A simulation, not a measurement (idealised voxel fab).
process module | voxel ribs on slabs
cross-section cut | 295 nm wide | cells 5 nm
A cross-section is a grid of square cells, given in bands from the top down. A band is one or more rows of cells.
Each band's line starts with the height of the band's top and of its bottom, in nm. Then come its materials from left to right, each with its width in nm. One material with "throughout" fills the band from edge to edge. "air" is empty space.
Height 0 is the level under which the wafer as received is all one material. The lowest band goes on downwards, as in "0 down".
A width such as "30 to 40" changes by the same amount from each row of cells to the next, from the band's top row to its bottom row.
"no change" after a step means that no cell of the cross-section changed.
closed voids: empty space of 8 cells or more with no open way to the top, each as width x height at its distance from the left edge, in nm
after a step's settings: what the simulator itself notes on the step
overlay nm, on a step with a mask: how far to the right of its planned place the mask lay; to the left if negative
plan
1 op RECEIVE | material Si
2 op DIRECTIONAL_DEP | material SiO2 | thk nm 30
3 op DIRECTIONAL_DEP | material SiN | thk nm 15
4 op PATTERN | tone cover | mask id RIB | material resist | width nm 15 | thk nm 20 | overlay nm 0
5 op DIRECTIONAL_ETCH | etch materials SiN | depth nm 10
6 op STRIP | etch materials resist
7 op MASKED_ETCH | tone cover | mask id SLAB | width nm 75 | etch materials SiN | depth nm 5 | overlay nm 0
8 op FILL_DEP | material SiO2 | thk nm 25
9 op CMP | height nm 65
10 op DIRECTIONAL_DEP | material W | thk nm 10
11 op DIRECTIONAL_DEP | material aC | thk nm 15
12 op PATTERN | tone cover | mask id HEATER | material resist | width nm 25 | thk nm 35 | overlay nm 0
13 op DIRECTIONAL_ETCH | etch materials aC | depth nm 15
14 op STRIP | etch materials resist
15 op DIRECTIONAL_ETCH | etch materials W | depth nm 10
16 op STRIP | etch materials aC
17 op CONFORMAL_DEP | material SiO2 | thk nm 5
as received, after step 1
  0 down: Si throughout
  closed voids: none
a wafer at the end: this start, this plan, one mistake
  80 to 75: air 140 | SiO2 35 | air 120
  75 to 70: air 140 | SiO2 5 | W 25 | SiO2 5 | air 120
  70 to 65: SiO2 145 | W 25 | SiO2 125
  65 to 45: SiO2 throughout
  45 to 35: SiO2 140 | SiN 15 | SiO2 140
  35 to 30: SiO2 110 | SiN 75 | SiO2 110
  30 to 0: SiO2 throughout
  0 down: Si throughout
  closed voids: none
what went wrong: step 12 ran as: op PATTERN | tone cover | mask id HEATER | material resist | width nm 25 | thk nm 35 | overlay nm 10
